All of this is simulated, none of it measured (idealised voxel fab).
Presented below is a process module, voxel tone inversion.
cross-section cut | 265 nm wide | cells 5 nm
Cross-section = grid of square cells, listed top down in bands; band = one or more rows.
Read a band's entry like this: the first values are the height of its top and the height of its bottom in nm, and what follows is the sequence of materials from left to right, each with its width in nm. Note that "air" is empty space, and that a single material marked "full width" reaches across the band from edge to edge.
Basically, 0 is our baseline, since under it the wafer straight out of the box is all one material. The bottom band has no lower end and keeps on going down, so it looks like "0 -> down".
A width given as "30->40" starts at the first number in the band's top row and ends at the second number in its bottom row, shifting by an equal amount at every step from row to row.
Step marked "nothing changed"? Then no cell in the cross-section changed in it.
The entry titled "Closed cavity list" provides the empty spaces that have no open way to the top, restricted to those of 8 cells or more. Each is presented as width x height at distance, the distance being measured from the left edge, with all three in nm.
Past the settings on a step's line: simulator remark, on that step.
"overlay nm" answers the question of how far to the right of plan the mask lay on a step that has a mask, and when it is negative the answer is to the left.

STEPS IN THE PROCESS PLAN
1: RECEIVE,material Si
2: CONFORMAL_DEP,material SiCN,thk nm 5
3: DIRECTIONAL_DEP,material aC,thk nm 20
4: PATTERN,tone cover,mask id POSTS,material resist,width nm 20,pitch nm 45,thk nm 25,overlay nm 0
5: DIRECTIONAL_ETCH,etch materials aC,depth nm 20
6: STRIP,etch materials resist
7: FILL_DEP,material lowk,thk nm 5
8: CMP,height nm 25
9: STRIP,etch materials aC
10: CONFORMAL_DEP,material TiN,thk nm 5
11: FILL_DEP,material Ru,thk nm 5
12: CMP,height nm 25
13: CONFORMAL_DEP,material SiCN,thk nm 5

ON THE FIRST OF THE TWO WAFERS: RUN CONDUCTED ACCORDING TO PLAN

WAFER AT RECEIPT (POST STEP 1), CROSS-SECTION
> 0 -> down = Si full width
> Closed cavity list: none

CROSS-SECTION OF THE WAFER SUBSEQUENT TO STEP 2
> 5 -> 0 = SiCN full width
> below 0: unchanged

CROSS-SECTION OF THE WAFER SUBSEQUENT TO STEP 3
> 25 -> 5 = aC full width
> below 5: unchanged

CROSS-SECTION OF THE WAFER SUBSEQUENT TO STEP 4
> 50 -> 25 = air: 75, then resist: 20, then air: 25, then resist: 20, then air: 25, then resist: 20, then air: 80
> below 25: unchanged

CROSS-SECTION OF THE WAFER SUBSEQUENT TO STEP 5
> 30 -> 25 = air: 75, then resist: 20, then air: 25, then resist: 20, then air: 25, then resist: 20, then air: 80
> 25 -> 5 = air: 75, then aC: 20, then air: 25, then aC: 20, then air: 25, then aC: 20, then air: 80
> below 5: unchanged

CROSS-SECTION OF THE WAFER SUBSEQUENT TO STEP 6
> 25 -> 5 = air: 75, then aC: 20, then air: 25, then aC: 20, then air: 25, then aC: 20, then air: 80
> below 5: unchanged

CROSS-SECTION OF THE WAFER SUBSEQUENT TO STEP 7
> 30 -> 25 = lowk full width
> 25 -> 5 = lowk: 75, then aC: 20, then lowk: 25, then aC: 20, then lowk: 25, then aC: 20, then lowk: 80
> below 5: unchanged

CROSS-SECTION OF THE WAFER SUBSEQUENT TO STEP 8
> 25 -> 5 = lowk: 75, then aC: 20, then lowk: 25, then aC: 20, then lowk: 25, then aC: 20, then lowk: 80
> below 5: unchanged

CROSS-SECTION OF THE WAFER SUBSEQUENT TO STEP 9
> 25 -> 5 = lowk: 75, then air: 20, then lowk: 25, then air: 20, then lowk: 25, then air: 20, then lowk: 80
> below 5: unchanged

CROSS-SECTION OF THE WAFER SUBSEQUENT TO STEP 10
> 30 -> 25 = TiN: 80, then air: 10, then TiN: 35, then air: 10, then TiN: 35, then air: 10, then TiN: 85
> 25 -> 10 = lowk: 75, then TiN: 5, then air: 10, then TiN: 5, then lowk: 25, then TiN: 5, then air: 10, then TiN: 5, then lowk: 25, then TiN: 5, then air: 10, then TiN: 5, then lowk: 80
> 10 -> 5 = lowk: 75, then TiN: 20, then lowk: 25, then TiN: 20, then lowk: 25, then TiN: 20, then lowk: 80
> below 5: unchanged

CROSS-SECTION OF THE WAFER SUBSEQUENT TO STEP 11
> 35 -> 30 = Ru full width
> 30 -> 25 = TiN: 80, then Ru: 10, then TiN: 35, then Ru: 10, then TiN: 35, then Ru: 10, then TiN: 85
> 25 -> 10 = lowk: 75, then TiN: 5, then Ru: 10, then TiN: 5, then lowk: 25, then TiN: 5, then Ru: 10, then TiN: 5, then lowk: 25, then TiN: 5, then Ru: 10, then TiN: 5, then lowk: 80
> below 10: unchanged

CROSS-SECTION OF THE WAFER SUBSEQUENT TO STEP 12
> 25 -> 10 = lowk: 75, then TiN: 5, then Ru: 10, then TiN: 5, then lowk: 25, then TiN: 5, then Ru: 10, then TiN: 5, then lowk: 25, then TiN: 5, then Ru: 10, then TiN: 5, then lowk: 80
> below 10: unchanged

CROSS-SECTION OF THE WAFER SUBSEQUENT TO STEP 13
> 30 -> 25 = SiCN full width
> below 25: unchanged

THE SECOND WAFER WAS PREPARED FROM THE SAME STARTING POINT AND UNDER THE SAME PLAN AS THE FIRST; ITS PROCESSING CONTAINED ONE MISTAKE, AND IT REMAINS INDISTINGUISHABLE FROM THE FIRST WAFER UP TO AND INCLUDING STEP 3

SECOND WAFER AT THE PLANNED FINISH OF STEP 4, SEEN IN CROSS-SECTION
> 50 -> 25 = resist: 75, then air: 20, then resist: 25, then air: 20, then resist: 25, then air: 20, then resist: 80
> below 25: unchanged

SECOND WAFER AT THE PLANNED FINISH OF STEP 5, SEEN IN CROSS-SECTION
> 30 -> 25 = resist: 75, then air: 20, then resist: 25, then air: 20, then resist: 25, then air: 20, then resist: 80
> 25 -> 5 = aC: 75, then air: 20, then aC: 25, then air: 20, then aC: 25, then air: 20, then aC: 80
> below 5: unchanged

SECOND WAFER AT THE PLANNED FINISH OF STEP 6, SEEN IN CROSS-SECTION
> 25 -> 5 = aC: 75, then air: 20, then aC: 25, then air: 20, then aC: 25, then air: 20, then aC: 80
> below 5: unchanged

SECOND WAFER AT THE PLANNED FINISH OF STEP 7, SEEN IN CROSS-SECTION
> 30 -> 25 = lowk full width
> 25 -> 5 = aC: 75, then lowk: 20, then aC: 25, then lowk: 20, then aC: 25, then lowk: 20, then aC: 80
> below 5: unchanged

SECOND WAFER AT THE PLANNED FINISH OF STEP 8, SEEN IN CROSS-SECTION
> 25 -> 5 = aC: 75, then lowk: 20, then aC: 25, then lowk: 20, then aC: 25, then lowk: 20, then aC: 80
> below 5: unchanged

SECOND WAFER AT THE PLANNED FINISH OF STEP 9, SEEN IN CROSS-SECTION
> 25 -> 5 = air: 75, then lowk: 20, then air: 25, then lowk: 20, then air: 25, then lowk: 20, then air: 80
> below 5: unchanged

SECOND WAFER AT THE PLANNED FINISH OF STEP 10, SEEN IN CROSS-SECTION
> 30 -> 25 = air: 70, then TiN: 30, then air: 15, then TiN: 30, then air: 15, then TiN: 30, then air: 75
> 25 -> 10 = air: 70, then TiN: 5, then lowk: 20, then TiN: 5, then air: 15, then TiN: 5, then lowk: 20, then TiN: 5, then air: 15, then TiN: 5, then lowk: 20, then TiN: 5, then air: 75
> 10 -> 5 = TiN: 75, then lowk: 20, then TiN: 25, then lowk: 20, then TiN: 25, then lowk: 20, then TiN: 80
> below 5: unchanged

SECOND WAFER AT THE PLANNED FINISH OF STEP 11, SEEN IN CROSS-SECTION
> 35 -> 30 = Ru full width
> 30 -> 25 = Ru: 70, then TiN: 30, then Ru: 15, then TiN: 30, then Ru: 15, then TiN: 30, then Ru: 75
> 25 -> 10 = Ru: 70, then TiN: 5, then lowk: 20, then TiN: 5, then Ru: 15, then TiN: 5, then lowk: 20, then TiN: 5, then Ru: 15, then TiN: 5, then lowk: 20, then TiN: 5, then Ru: 75
> below 10: unchanged

SECOND WAFER AT THE PLANNED FINISH OF STEP 12, SEEN IN CROSS-SECTION
> 25 -> 10 = Ru: 70, then TiN: 5, then lowk: 20, then TiN: 5, then Ru: 15, then TiN: 5, then lowk: 20, then TiN: 5, then Ru: 15, then TiN: 5, then lowk: 20, then TiN: 5, then Ru: 75
> below 10: unchanged

SECOND WAFER AT THE PLANNED FINISH OF STEP 13, SEEN IN CROSS-SECTION
> 30 -> 25 = SiCN full width
> below 25: unchanged
Where did the run depart from the plan? step 4 ran differently from the plan; actual operation with settings: PATTERN,tone open,mask id POSTS,material resist,width nm 20,pitch nm 45,thk nm 25,overlay nm 0
It is noted that, at the conclusion of processing, the second wafer exhibits a higher or lower cell count for certain materials relative to the first: +87 Ru | +29 TiN | -116 lowk
